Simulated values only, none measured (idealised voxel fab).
process module | voxel self aligned contacts
cross-section cut | 295 nm wide | cells 5 nm
A cross-section is a grid of square cells, given in bands from the top down. A band is one or more rows of cells.
Each band's line starts with the height of the band's top and of its bottom, in nm. Then come its materials from left to right, each with its width in nm. One material with "throughout" fills the band from edge to edge. "air" is empty space.
Height 0 is the level under which the wafer as received is all one material. The lowest band goes on downwards, as in "0 down".
A width such as "30 to 40" changes by the same amount from each row of cells to the next, from the band's top row to its bottom row.
"no change" after a step means that no cell of the cross-section changed.
closed voids: empty space of 8 cells or more with no open way to the top, each as width x height at its distance from the left edge, in nm
after a step's settings: what the simulator itself notes on the step
overlay nm, on a step with a mask: how far to the right of its planned place the mask lay; to the left if negative
plan
1 op RECEIVE | material Si
2 op CONFORMAL_DEP | material SiO2 | thk nm 5
3 op DIRECTIONAL_DEP | material polySi | thk nm 25
4 op DIRECTIONAL_DEP | material SiN | thk nm 20
5 op PATTERN | tone cover | mask id GATE | material resist | width nm 30 | pitch nm 75 | thk nm 15 | overlay nm 0
6 op DIRECTIONAL_ETCH | etch materials SiN | depth nm 20
7 op DIRECTIONAL_ETCH | etch materials polySi | depth nm 25
8 op STRIP | etch materials resist
9 op CONFORMAL_DEP | material SiN | thk nm 10
10 op DIRECTIONAL_ETCH | etch materials SiN | depth nm 10
11 op FILL_DEP | material SiO2 | thk nm 15
12 op CMP | height nm 55
13 op MASKED_ETCH | tone open | mask id CONTACT | width nm 55 | etch materials SiO2 | depth nm 55 | overlay nm 0
14 op CONFORMAL_DEP | material TiN | thk nm 5
15 op FILL_DEP | material Ru | thk nm 5
16 op CMP | height nm 55
17 op CONFORMAL_DEP | material SiN | thk nm 5
as received, after step 1
  0 down: Si throughout
  closed voids: none
a wafer at the end: this start, this plan, one mistake
  60 to 55: SiN throughout
  55 to 50: SiO2 120 | TiN 20 | Ru 15 | TiN 20 | SiO2 120
  50 to 30: SiO2 85 | SiN 50 | TiN 5 | Ru 15 | TiN 5 | SiN 50 | SiO2 85
  30 to 5: SiO2 135 | TiN 5 | Ru 15 | TiN 5 | SiO2 135
  5 to 0: SiO2 135 | TiN 25 | SiO2 135
  0 down: Si throughout
  closed voids: none
what went wrong: step 3 ran as: op DIRECTIONAL_DEP | material SiO2 | thk nm 25
